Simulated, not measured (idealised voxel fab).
Process module name: voxel wiring stack
Pictured: cross-section cut, 205 nm wide, on a grid of 5 nm square cells.
In this document a cross-section is written as a grid of square cells. It is given as a series of bands, listed from the top down, and a band is one or more rows of cells. Within each band entry, the heights of the top and of the bottom of the band appear first, in that order and in nm; the materials of the band then follow from left to right, each with its corresponding width in nm. The designation "edge to edge" on a single material indicates that it fills the band from edge to edge; the designation "empty" indicates empty space. Heights are measured from 0, the level below which the as-received wafer is all one material; the lowest band has no bottom and continues downward, written as in "0 down". A two-number width, for instance "30->40", indicates that the width is equal to the first number in the top row of the band and to the second number in the bottom row, and that it changes by a constant amount per row of cells. Any step labelled "remained unchanged" changed none of the cells in the cross-section. Closed-off voids of 8+ cells (no open route to the top) go in "Sealed voids", written width x height at distance from the left edge, in nm. Heads up: the bit after the settings on a step's line is the simulator's remark on that step. If you see "overlay nm" on a step's line and that step has a mask, it's telling you how far right of where it was planned the mask ended up; a negative number means it went left instead.
Planned step list for the process
1,RECEIVE,material Si
2,CONFORMAL_DEP,material SiO2,thk nm 10
3,DIRECTIONAL_DEP,material TiN,thk nm 5
4,DIRECTIONAL_DEP,material Ru,thk nm 25
5,PATTERN,tone cover,mask id METAL_1,material resist,width nm 30,pitch nm 50,thk nm 20,overlay nm 0
6,DIRECTIONAL_ETCH,etch materials Ru,depth nm 25
7,DIRECTIONAL_ETCH,etch materials TiN,depth nm 5
8,STRIP,etch materials resist
9,FILL_DEP,material SiO2,thk nm 10
10,CMP,height nm 40
11,CONFORMAL_DEP,material SiCN,thk nm 5
12,DIRECTIONAL_DEP,material SiO2,thk nm 15
13,MASKED_ETCH,tone open,mask id PLUG_1,width nm 15,pitch nm 50,etch materials SiO2,depth nm 15,overlay nm 0
14,MASKED_ETCH,tone open,mask id PLUG_1,width nm 15,pitch nm 50,etch materials SiCN,depth nm 5,overlay nm 0
15,CONFORMAL_DEP,material TiN,thk nm 5
16,FILL_DEP,material Cu,thk nm 5
17,CMP,height nm 60
18,CONFORMAL_DEP,material SiN,thk nm 5
19,DIRECTIONAL_DEP,material SiO2,thk nm 25
20,DIRECTIONAL_DEP,material aC,thk nm 10
21,PATTERN,tone open,mask id METAL_2,material resist,width nm 30,pitch nm 50,thk nm 25,overlay nm 0
22,DIRECTIONAL_ETCH,etch materials aC,depth nm 10
23,STRIP,etch materials resist
24,DIRECTIONAL_ETCH,etch materials SiO2,depth nm 25
25,DIRECTIONAL_ETCH,etch materials SiN,depth nm 5
26,STRIP,etch materials aC
27,CONFORMAL_DEP,material TiN,thk nm 5
28,FILL_DEP,material Cu,thk nm 5
29,CMP,height nm 90
30,CONFORMAL_DEP,material SiCN,thk nm 5
Cross-sectional view of the wafer in its as-received condition, corresponding to the state after step 1
* 0 down = Si edge to edge
* Sealed voids: none
What the wafer looks like in cross-section after this module, when it starts as shown above and follows the plan above but one mistake is made in running it
* 95 to 90 = SiCN edge to edge
* 90 to 65 = SiO2 35 nm / TiN 5 nm / aC 20 nm / TiN 5 nm / SiO2 20 nm / TiN 5 nm / aC 20 nm / TiN 5 nm / SiO2 20 nm / TiN 5 nm / aC 20 nm / TiN 5 nm / SiO2 40 nm
* 65 to 60 = SiN 35 nm / TiN 30 nm / SiN 20 nm / TiN 30 nm / SiN 20 nm / TiN 30 nm / SiN 40 nm
* 60 to 45 = SiO2 35 nm / TiN 5 nm / Cu 5 nm / TiN 5 nm / SiO2 35 nm / TiN 5 nm / Cu 5 nm / TiN 5 nm / SiO2 35 nm / TiN 5 nm / Cu 5 nm / TiN 5 nm / SiO2 55 nm
* 45 to 40 = SiCN 35 nm / TiN 15 nm / SiCN 35 nm / TiN 15 nm / SiCN 35 nm / TiN 15 nm / SiCN 55 nm
* 40 to 15 = SiO2 35 nm / Ru 30 nm / SiO2 20 nm / Ru 30 nm / SiO2 20 nm / Ru 30 nm / SiO2 40 nm
* 15 to 10 = SiO2 35 nm / TiN 30 nm / SiO2 20 nm / TiN 30 nm / SiO2 20 nm / TiN 30 nm / SiO2 40 nm
* 10 to 0 = SiO2 edge to edge
* 0 down = Si edge to edge
* Sealed voids: none
Heads up, the wafer didn't run the way we planned it: the process deviated at step 28: the operation and settings actually run there were FILL_DEP,material aC,thk nm 5
